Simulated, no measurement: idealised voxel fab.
Documented hereafter: the process module known as voxel transistor to metal.
Cross-section cut: width 275 nm, square cells of 5 nm.
For the purposes of this document, a cross-section shall be understood as a grid of square cells, specified as bands listed in top-to-bottom order, each band consisting of one or more rows of cells. This entry defines a band. It first specifies the height of the band's top and the height of its bottom in nm, and then specifies the band's materials from left to right, stating each material with its width in nm. The word "throughout" identifies a single material that fills the band from edge to edge, while the word "blank" identifies empty space. Counting heights begins at 0, where everything beneath is, in the wafer as received, one material. The lowest band has no bottom; it goes on downwards, as "0..down" shows. So if you see something like "30 to 40" for the width, read it as the top row of the band sitting at the first number and the bottom row at the second, with every row in between moving by the same amount as the last. For the purposes of this document, the phrase "no modification" attached to a step denotes that no cell within the cross-section was modified by that step. Reported under the label "Closed internal voids" are the empty spaces having no open way to the top and comprising 8 cells or more; the notation for each is width x height at distance, in which the distance is measured from the left edge and all three values are in nm. The remark found on a step's line after its settings is issued by the simulator itself and pertains to that step. overlay nm: how far to the right of its planned place the mask lay on this masked step (negative: to the left).
LISTED BELOW ARE THE PROCESS STEPS AS PLANNED
1 RECEIVE: material Si
2 OXIDIZE: depth nm 5
3 CONFORMAL_DEP: material SiN, thk nm 15
4 MASKED_ETCH: tone cover, mask id ACTIVE, width nm 105, pitch nm 125, etch materials SiN, depth nm 15, overlay nm 0
5 MASKED_ETCH: tone cover, mask id ACTIVE, width nm 105, pitch nm 125, etch materials SiO2, depth nm 5, overlay nm 0
6 MASKED_ETCH: tone cover, mask id ACTIVE, width nm 105, pitch nm 125, etch materials Si, depth nm 20, overlay nm -5
7 FILL_DEP: material SiO2, thk nm 10
8 CMP: height nm 15
9 SELECTIVE_ETCH: etch materials SiO2, depth nm 5
10 STRIP: etch materials SiN
11 SELECTIVE_ETCH: etch materials SiO2, depth nm 5
12 OXIDIZE: depth nm 5
13 DIRECTIONAL_DEP: material polySi, thk nm 20
14 DIRECTIONAL_DEP: material SiCN, thk nm 15
15 DIRECTIONAL_DEP: material aC, thk nm 10
16 PATTERN: tone cover, mask id GATE, material resist, width nm 25, pitch nm 125, thk nm 30, overlay nm 0
17 DIRECTIONAL_ETCH: etch materials aC, depth nm 10
18 STRIP: etch materials resist
19 DIRECTIONAL_ETCH: etch materials SiCN, depth nm 25
20 DIRECTIONAL_ETCH: etch materials polySi, depth nm 30
21 STRIP: etch materials aC
22 CONFORMAL_DEP: material SiN, thk nm 10
23 DIRECTIONAL_ETCH: etch materials SiN, depth nm 10
24 DIRECTIONAL_ETCH: etch materials SiO2, depth nm 5
25 DIRECTIONAL_ETCH: etch materials Si, depth nm 10
26 EPI: material nSi, thk nm 10
27 FILL_DEP: material SiO2, thk nm 5
28 CMP: height nm 15
29 STRIP: etch materials polySi
30 SELECTIVE_ETCH: etch materials SiO2, depth nm 5
31 CONFORMAL_DEP: material HfO2, thk nm 5
32 CONFORMAL_DEP: material TiN, thk nm 5
33 FILL_DEP: material W, thk nm 5
34 CMP: height nm 10
35 DIRECTIONAL_DEP: material SiO2, thk nm 15
36 DIRECTIONAL_DEP: material aC, thk nm 15
37 PATTERN: tone open, mask id CONTACT, material resist, width nm 20, thk nm 30, overlay nm 0
38 DIRECTIONAL_ETCH: etch materials aC, depth nm 15
39 STRIP: etch materials resist
40 DIRECTIONAL_ETCH: etch materials SiO2, depth nm 35
41 STRIP: etch materials aC
42 CONFORMAL_DEP: material TiN, thk nm 5
43 FILL_DEP: material W, thk nm 10
44 CMP: height nm 25
45 DIRECTIONAL_DEP: material TiN, thk nm 5
46 DIRECTIONAL_DEP: material Ru, thk nm 15
47 PATTERN: tone cover, mask id METAL_1, material resist, width nm 20, thk nm 15, overlay nm 0
48 DIRECTIONAL_ETCH: etch materials Ru, depth nm 15
49 DIRECTIONAL_ETCH: etch materials TiN, depth nm 5
50 STRIP: etch materials resist
51 FILL_DEP: material SiO2, thk nm 5
52 CMP: height nm 45
53 CONFORMAL_DEP: material SiCN, thk nm 5
Every wafer here starts from the same state; it is the step 6 overlay nm that distinguishes them, and the value the plan gives belongs to the first wafer.
RECEIVED WAFERS, FIRST OF SEVERAL: CROSS-SECTION AFTER STEP 1
- 0..down = Si throughout
- Closed internal voids: none
QUICK KEY FOR THE TABLE: A ROW PER WAFER, TAKEN AT THE END OF THE MODULE. FOR EACH MATERIAL IT TELLS YOU HOW MANY CELLS THE WAFER GAINED (+) OR LOST (-) SINCE IT CAME IN, AND THE CLOSED VOIDS COME AFTER
overlay nm -5; +26 HfO2; +48 Ru; -183 Si; +55 SiCN; +40 SiN; +370 SiO2; +86 TiN; +36 W; +72 nSi; Closed internal voids: none
overlay nm 0; +26 HfO2; +48 Ru; -189 Si; +55 SiCN; +40 SiN; +376 SiO2; +86 TiN; +36 W; +72 nSi; Closed internal voids: none
overlay nm 5; +26 HfO2; +48 Ru; -183 Si; +55 SiCN; +40 SiN; +370 SiO2; +86 TiN; +36 W; +72 nSi; Closed internal voids: none
overlay nm 10; +26 HfO2; +48 Ru; -177 Si; +55 SiCN; +40 SiN; +364 SiO2; +86 TiN; +36 W; +72 nSi; Closed internal voids: none
